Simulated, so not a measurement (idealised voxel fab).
This is a process module. Its name is voxel capacitor over wiring.
It is cross-section cut that appears here, measuring 180 nm in width, its square cells being 5 nm in size.
Throughout this document, each cross-section is represented as a grid of square cells and is presented as a sequence of bands enumerated from the top downward, where a band comprises one or more rows of cells. Heads up on the band format: heights come first, top then bottom, in nm. After that it's the materials left to right, each with its width in nm. A single material flagged "all across" fills the whole band edge to edge, and "air" means there's empty space there. Note: height 0 marks the level under which the wafer is uniformly one material as received. Lowest band unbounded below, written "0 and below". When a width is written as two numbers, as in "30..40", the first number is the width in the top row of cells of the band and the second is the width in its bottom row, and the width changes by the same amount from each row to the next. Take "nothing changed" at face value: in the step it is given for, the cross-section changed in none of its cells. "Encapsulated voids" lists enclosed empty spaces (at least 8 cells, no open path upward to the top), each as width x height at distance from the left edge, in nm. Post-settings text on a step line: simulator's own remark regarding the step. overlay nm: step with mask; distance mask lay right of planned place; negative value = left of planned place.

# Below is the list of planned process steps
1: op RECEIVE | material Si
2: op CONFORMAL_DEP | material SiO2 | thk nm 15
3: op CONFORMAL_DEP | material SiN | thk nm 5
4: op DIRECTIONAL_DEP | material lowk | thk nm 20
5: op DIRECTIONAL_DEP | material aC | thk nm 10
6: op PATTERN | tone open | mask id METAL_1 | material resist | width nm 25 | pitch nm 75 | thk nm 30 | overlay nm 0
7: op DIRECTIONAL_ETCH | etch materials aC | depth nm 10
8: op STRIP | etch materials resist
9: op DIRECTIONAL_ETCH | etch materials lowk | depth nm 20
10: op DIRECTIONAL_ETCH | etch materials SiN | depth nm 5
11: op STRIP | etch materials aC
12: op CONFORMAL_DEP | material TiN | thk nm 5
13: op FILL_DEP | material W | thk nm 10
14: op CMP | height nm 40
15: op CONFORMAL_DEP | material SiCN | thk nm 5
16: op DIRECTIONAL_DEP | material lowk | thk nm 15
17: op DIRECTIONAL_DEP | material aC | thk nm 15
18: op PATTERN | tone open | mask id PLUG_1 | material resist | width nm 15 | thk nm 35 | overlay nm 0
19: op DIRECTIONAL_ETCH | etch materials aC | depth nm 15
20: op STRIP | etch materials resist
21: op DIRECTIONAL_ETCH | etch materials lowk | depth nm 15
22: op DIRECTIONAL_ETCH | etch materials SiCN | depth nm 5
23: op STRIP | etch materials aC
24: op CONFORMAL_DEP | material TiN | thk nm 5
25: op FILL_DEP | material Ru | thk nm 5
26: op CMP | height nm 60
27: op DIRECTIONAL_DEP | material TiN | thk nm 10
28: op DIRECTIONAL_DEP | material Al2O3 | thk nm 5
29: op DIRECTIONAL_DEP | material TiN | thk nm 5
30: op PATTERN | tone cover | mask id UPPER_PLATE | material resist | width nm 55 | thk nm 20 | overlay nm 0
31: op DIRECTIONAL_ETCH | etch materials TiN | depth nm 5
32: op DIRECTIONAL_ETCH | etch materials Al2O3 | depth nm 5
33: op STRIP | etch materials resist
34: op PATTERN | tone cover | mask id LOWER_PLATE | material resist | width nm 65 | thk nm 20 | overlay nm 0
35: op DIRECTIONAL_ETCH | etch materials TiN | depth nm 10
36: op STRIP | etch materials resist
37: op FILL_DEP | material SiO2 | thk nm 20
38: op CMP | height nm 95
39: op DIRECTIONAL_DEP | material aC | thk nm 15
40: op PATTERN | tone open | mask id PLUG_2 | material resist | width nm 15 | thk nm 30 | overlay nm 0
41: op DIRECTIONAL_ETCH | etch materials aC | depth nm 15
42: op STRIP | etch materials resist
43: op DIRECTIONAL_ETCH | etch materials SiO2 | depth nm 15
44: op STRIP | etch materials aC
45: op CONFORMAL_DEP | material TiN | thk nm 5
46: op FILL_DEP | material Cu | thk nm 10
47: op CMP | height nm 95
48: op CONFORMAL_DEP | material SiN | thk nm 5

# First of the two wafers, run per plan

# Wafer cross-section on receipt, i.e. after step 1
  0 and below = Si all across
  Encapsulated voids: none

# The wafer in cross-section once step 2 is complete
  15 down to 0 = SiO2 all across
  Beneath the level 0, the cross-section is identical to its previous state.

# The wafer in cross-section once step 3 is complete
  20 down to 15 = SiN all across
  Beneath the level 15, the cross-section is identical to its previous state.

# The wafer in cross-section once step 4 is complete
  40 down to 20 = lowk all across
  Beneath the level 20, the cross-section is identical to its previous state.

# The wafer in cross-section once step 5 is complete
  50 down to 40 = aC all across
  Beneath the level 40, the cross-section is identical to its previous state.

# The wafer in cross-section once step 6 is complete
  80 down to 50 = 40 of resist, then 25 of air, then 50 of resist, then 25 of air, then 40 of resist
  Beneath the level 50, the cross-section is identical to its previous state.

# The wafer in cross-section once step 7 is complete
  70 down to 50 = 40 of resist, then 25 of air, then 50 of resist, then 25 of air, then 40 of resist
  50 down to 40 = 40 of aC, then 25 of air, then 50 of aC, then 25 of air, then 40 of aC
  Beneath the level 40, the cross-section is identical to its previous state.

# The wafer in cross-section once step 8 is complete
  50 down to 40 = 40 of aC, then 25 of air, then 50 of aC, then 25 of air, then 40 of aC
  Beneath the level 40, the cross-section is identical to its previous state.

# The wafer in cross-section once step 9 is complete
  50 down to 40 = 40 of aC, then 25 of air, then 50 of aC, then 25 of air, then 40 of aC
  40 down to 20 = 40 of lowk, then 25 of air, then 50 of lowk, then 25 of air, then 40 of lowk
  Beneath the level 20, the cross-section is identical to its previous state.

# The wafer in cross-section once step 10 is complete
  50 down to 40 = 40 of aC, then 25 of air, then 50 of aC, then 25 of air, then 40 of aC
  40 down to 20 = 40 of lowk, then 25 of air, then 50 of lowk, then 25 of air, then 40 of lowk
  20 down to 15 = 40 of SiN, then 25 of air, then 50 of SiN, then 25 of air, then 40 of SiN
  Beneath the level 15, the cross-section is identical to its previous state.

# The wafer in cross-section once step 11 is complete
  40 down to 20 = 40 of lowk, then 25 of air, then 50 of lowk, then 25 of air, then 40 of lowk
  Beneath the level 20, the cross-section is identical to its previous state.

# The wafer in cross-section once step 12 is complete
  45 down to 40 = 45 of TiN, then 15 of air, then 60 of TiN, then 15 of air, then 45 of TiN
  40 down to 20 = 40 of lowk, then 5 of TiN, then 15 of air, then 5 of TiN, then 50 of lowk, then 5 of TiN, then 15 of air, then 5 of TiN, then 40 of lowk
  20 down to 15 = 40 of SiN, then 25 of TiN, then 50 of SiN, then 25 of TiN, then 40 of SiN
  Beneath the level 15, the cross-section is identical to its previous state.

# The wafer in cross-section once step 13 is complete
  55 down to 45 = W all across
  45 down to 40 = 45 of TiN, then 15 of W, then 60 of TiN, then 15 of W, then 45 of TiN
  40 down to 20 = 40 of lowk, then 5 of TiN, then 15 of W, then 5 of TiN, then 50 of lowk, then 5 of TiN, then 15 of W, then 5 of TiN, then 40 of lowk
  Beneath the level 20, the cross-section is identical to its previous state.

# The wafer in cross-section once step 14 is complete
  40 down to 20 = 40 of lowk, then 5 of TiN, then 15 of W, then 5 of TiN, then 50 of lowk, then 5 of TiN, then 15 of W, then 5 of TiN, then 40 of lowk
  Beneath the level 20, the cross-section is identical to its previous state.

# The wafer in cross-section once step 15 is complete
  45 down to 40 = SiCN all across
  Beneath the level 40, the cross-section is identical to its previous state.

# The wafer in cross-section once step 16 is complete
  60 down to 45 = lowk all across
  Beneath the level 45, the cross-section is identical to its previous state.

# The wafer in cross-section once step 17 is complete
  75 down to 60 = aC all across
  Beneath the level 60, the cross-section is identical to its previous state.

# The wafer in cross-section once step 18 is complete
  110 down to 75 = 50 of resist, then 15 of air, then 115 of resist
  Beneath the level 75, the cross-section is identical to its previous state.

# The wafer in cross-section once step 19 is complete
  95 down to 75 = 50 of resist, then 15 of air, then 115 of resist
  75 down to 60 = 50 of aC, then 15 of air, then 115 of aC
  Beneath the level 60, the cross-section is identical to its previous state.

# The wafer in cross-section once step 20 is complete
  75 down to 60 = 50 of aC, then 15 of air, then 115 of aC
  Beneath the level 60, the cross-section is identical to its previous state.

# The wafer in cross-section once step 21 is complete
  75 down to 60 = 50 of aC, then 15 of air, then 115 of aC
  60 down to 45 = 50 of lowk, then 15 of air, then 115 of lowk
  Beneath the level 45, the cross-section is identical to its previous state.

# The wafer in cross-section once step 22 is complete
  75 down to 60 = 50 of aC, then 15 of air, then 115 of aC
  60 down to 45 = 50 of lowk, then 15 of air, then 115 of lowk
  45 down to 40 = 50 of SiCN, then 15 of air, then 115 of SiCN
  Beneath the level 40, the cross-section is identical to its previous state.

# The wafer in cross-section once step 23 is complete
  60 down to 45 = 50 of lowk, then 15 of air, then 115 of lowk
  Beneath the level 45, the cross-section is identical to its previous state.

# The wafer in cross-section once step 24 is complete
  65 down to 60 = 55 of TiN, then 5 of air, then 120 of TiN
  60 down to 45 = 50 of lowk, then 5 of TiN, then 5 of air, then 5 of TiN, then 115 of lowk
  45 down to 40 = 50 of SiCN, then 15 of TiN, then 115 of SiCN
  Beneath the level 40, the cross-section is identical to its previous state.

# The wafer in cross-section once step 25 is complete
  70 down to 65 = Ru all across
  65 down to 60 = 55 of TiN, then 5 of Ru, then 120 of TiN
  60 down to 45 = 50 of lowk, then 5 of TiN, then 5 of Ru, then 5 of TiN, then 115 of lowk
  Beneath the level 45, the cross-section is identical to its previous state.

# The wafer in cross-section once step 26 is complete
  60 down to 45 = 50 of lowk, then 5 of TiN, then 5 of Ru, then 5 of TiN, then 115 of lowk
  Beneath the level 45, the cross-section is identical to its previous state.

# The wafer in cross-section once step 27 is complete
  70 down to 60 = TiN all across
  Beneath the level 60, the cross-section is identical to its previous state.

# The wafer in cross-section once step 28 is complete
  75 down to 70 = Al2O3 all across
  Beneath the level 70, the cross-section is identical to its previous state.

# The wafer in cross-section once step 29 is complete
  80 down to 75 = TiN all across
  Beneath the level 75, the cross-section is identical to its previous state.

# The wafer in cross-section once step 30 is complete
  100 down to 80 = 50 of air, then 55 of resist, then 75 of air
  Beneath the level 80, the cross-section is identical to its previous state.

# The wafer in cross-section once step 31 is complete
  100 down to 80 = 50 of air, then 55 of resist, then 75 of air
  80 down to 75 = 50 of air, then 55 of TiN, then 75 of air
  Beneath the level 75, the cross-section is identical to its previous state.

# The wafer in cross-section once step 32 is complete
  100 down to 80 = 50 of air, then 55 of resist, then 75 of air
  80 down to 75 = 50 of air, then 55 of TiN, then 75 of air
  75 down to 70 = 50 of air, then 55 of Al2O3, then 75 of air
  Beneath the level 70, the cross-section is identical to its previous state.

# The wafer in cross-section once step 33 is complete
  80 down to 75 = 50 of air, then 55 of TiN, then 75 of air
  Beneath the level 75, the cross-section is identical to its previous state.

# The wafer in cross-section once step 34 is complete
  100 down to 80 = 45 of air, then 65 of resist, then 70 of air
  80 down to 75 = 45 of air, then 5 of resist, then 55 of TiN, then 5 of resist, then 70 of air
  75 down to 70 = 45 of air, then 5 of resist, then 55 of Al2O3, then 5 of resist, then 70 of air
  Beneath the level 70, the cross-section is identical to its previous state.

# The wafer in cross-section once step 35 is complete
  100 down to 80 = 45 of air, then 65 of resist, then 70 of air
  80 down to 75 = 45 of air, then 5 of resist, then 55 of TiN, then 5 of resist, then 70 of air
  75 down to 70 = 45 of air, then 5 of resist, then 55 of Al2O3, then 5 of resist, then 70 of air
  70 down to 60 = 45 of air, then 65 of TiN, then 70 of air
  Beneath the level 60, the cross-section is identical to its previous state.

# The wafer in cross-section once step 36 is complete
  80 down to 75 = 50 of air, then 55 of TiN, then 75 of air
  75 down to 70 = 50 of air, then 55 of Al2O3, then 75 of air
  Beneath the level 70, the cross-section is identical to its previous state.

# The wafer in cross-section once step 37 is complete
  100 down to 80 = SiO2 all across
  80 down to 75 = 50 of SiO2, then 55 of TiN, then 75 of SiO2
  75 down to 70 = 50 of SiO2, then 55 of Al2O3, then 75 of SiO2
  70 down to 60 = 45 of SiO2, then 65 of TiN, then 70 of SiO2
  Beneath the level 60, the cross-section is identical to its previous state.

# The wafer in cross-section once step 38 is complete
  95 down to 80 = SiO2 all across
  Beneath the level 80, the cross-section is identical to its previous state.

# The wafer in cross-section once step 39 is complete
  110 down to 95 = aC all across
  Beneath the level 95, the cross-section is identical to its previous state.

# The wafer in cross-section once step 40 is complete
  140 down to 110 = 60 of resist, then 15 of air, then 105 of resist
  Beneath the level 110, the cross-section is identical to its previous state.

# The wafer in cross-section once step 41 is complete
  125 down to 110 = 60 of resist, then 15 of air, then 105 of resist
  110 down to 95 = 60 of aC, then 15 of air, then 105 of aC
  Beneath the level 95, the cross-section is identical to its previous state.

# The wafer in cross-section once step 42 is complete
  110 down to 95 = 60 of aC, then 15 of air, then 105 of aC
  Beneath the level 95, the cross-section is identical to its previous state.

# The wafer in cross-section once step 43 is complete
  110 down to 95 = 60 of aC, then 15 of air, then 105 of aC
  95 down to 80 = 60 of SiO2, then 15 of air, then 105 of SiO2
  Beneath the level 80, the cross-section is identical to its previous state.

# The wafer in cross-section once step 44 is complete
  95 down to 80 = 60 of SiO2, then 15 of air, then 105 of SiO2
  Beneath the level 80, the cross-section is identical to its previous state.

# The wafer in cross-section once step 45 is complete
  100 down to 95 = 65 of TiN, then 5 of air, then 110 of TiN
  95 down to 85 = 60 of SiO2, then 5 of TiN, then 5 of air, then 5 of TiN, then 105 of SiO2
  85 down to 75 = 60..50 of SiO2, then 15..55 of TiN, then 105..75 of SiO2
  Beneath the level 75, the cross-section is identical to its previous state.

# The wafer in cross-section once step 46 is complete
  110 down to 100 = Cu all across
  100 down to 95 = 65 of TiN, then 5 of Cu, then 110 of TiN
  95 down to 85 = 60 of SiO2, then 5 of TiN, then 5 of Cu, then 5 of TiN, then 105 of SiO2
  Beneath the level 85, the cross-section is identical to its previous state.

# The wafer in cross-section once step 47 is complete
  95 down to 85 = 60 of SiO2, then 5 of TiN, then 5 of Cu, then 5 of TiN, then 105 of SiO2
  Beneath the level 85, the cross-section is identical to its previous state.

# The wafer in cross-section once step 48 is complete
  100 down to 95 = SiN all across
  Beneath the level 95, the cross-section is identical to its previous state.

# Wafer two of two - same starting point, same process plan, one mistake in execution; matches wafer one up to and including step 33

# Planned end of step 34: second wafer, cross-section
  100 down to 80 = 50 of air, then 55 of resist, then 75 of air
  Beneath the level 80, the cross-section is identical to its previous state.

# Planned end of step 35: second wafer, cross-section
  100 down to 80 = 50 of air, then 55 of resist, then 75 of air
  80 down to 75 = 50 of air, then 55 of TiN, then 75 of air
  75 down to 70 = 50 of air, then 55 of Al2O3, then 75 of air
  70 down to 60 = 50 of air, then 55 of TiN, then 75 of air
  Beneath the level 60, the cross-section is identical to its previous state.

# Planned end of step 36: second wafer, cross-section
  80 down to 75 = 50 of air, then 55 of TiN, then 75 of air
  Beneath the level 75, the cross-section is identical to its previous state.

# Planned end of step 37: second wafer, cross-section
  100 down to 80 = SiO2 all across
  80 down to 75 = 50 of SiO2, then 55 of TiN, then 75 of SiO2
  75 down to 70 = 50 of SiO2, then 55 of Al2O3, then 75 of SiO2
  70 down to 60 = 50 of SiO2, then 55 of TiN, then 75 of SiO2
  Beneath the level 60, the cross-section is identical to its previous state.

# Planned end of step 38: second wafer, cross-section
  95 down to 80 = SiO2 all across
  Beneath the level 80, the cross-section is identical to its previous state.

# Planned end of step 39: second wafer, cross-section
  110 down to 95 = aC all across
  Beneath the level 95, the cross-section is identical to its previous state.

# Planned end of step 40: second wafer, cross-section
  140 down to 110 = 60 of resist, then 15 of air, then 105 of resist
  Beneath the level 110, the cross-section is identical to its previous state.

# Planned end of step 41: second wafer, cross-section
  125 down to 110 = 60 of resist, then 15 of air, then 105 of resist
  110 down to 95 = 60 of aC, then 15 of air, then 105 of aC
  Beneath the level 95, the cross-section is identical to its previous state.

# Planned end of step 42: second wafer, cross-section
  110 down to 95 = 60 of aC, then 15 of air, then 105 of aC
  Beneath the level 95, the cross-section is identical to its previous state.

# Planned end of step 43: second wafer, cross-section
  110 down to 95 = 60 of aC, then 15 of air, then 105 of aC
  95 down to 80 = 60 of SiO2, then 15 of air, then 105 of SiO2
  Beneath the level 80, the cross-section is identical to its previous state.

# Planned end of step 44: second wafer, cross-section
  95 down to 80 = 60 of SiO2, then 15 of air, then 105 of SiO2
  Beneath the level 80, the cross-section is identical to its previous state.

# Planned end of step 45: second wafer, cross-section
  100 down to 95 = 65 of TiN, then 5 of air, then 110 of TiN
  95 down to 85 = 60 of SiO2, then 5 of TiN, then 5 of air, then 5 of TiN, then 105 of SiO2
  85 down to 75 = 60..50 of SiO2, then 15..55 of TiN, then 105..75 of SiO2
  Beneath the level 75, the cross-section is identical to its previous state.

# Planned end of step 46: second wafer, cross-section
  110 down to 100 = Cu all across
  100 down to 95 = 65 of TiN, then 5 of Cu, then 110 of TiN
  95 down to 85 = 60 of SiO2, then 5 of TiN, then 5 of Cu, then 5 of TiN, then 105 of SiO2
  Beneath the level 85, the cross-section is identical to its previous state.

# Planned end of step 47: second wafer, cross-section
  95 down to 85 = 60 of SiO2, then 5 of TiN, then 5 of Cu, then 5 of TiN, then 105 of SiO2
  Beneath the level 85, the cross-section is identical to its previous state.

# Planned end of step 48: second wafer, cross-section
  100 down to 95 = SiN all across
  Beneath the level 95, the cross-section is identical to its previous state.
Misprocessing identified: step 34 was run on a setting that differed from the plan, and what really ran there is op PATTERN | tone cover | mask id LOWER_PLATE | material resist | width nm 55 | thk nm 20 | overlay nm 0
Heads up, by the end the second wafer has more or fewer cells of some materials compared to the first: SiO2 +4; TiN -4
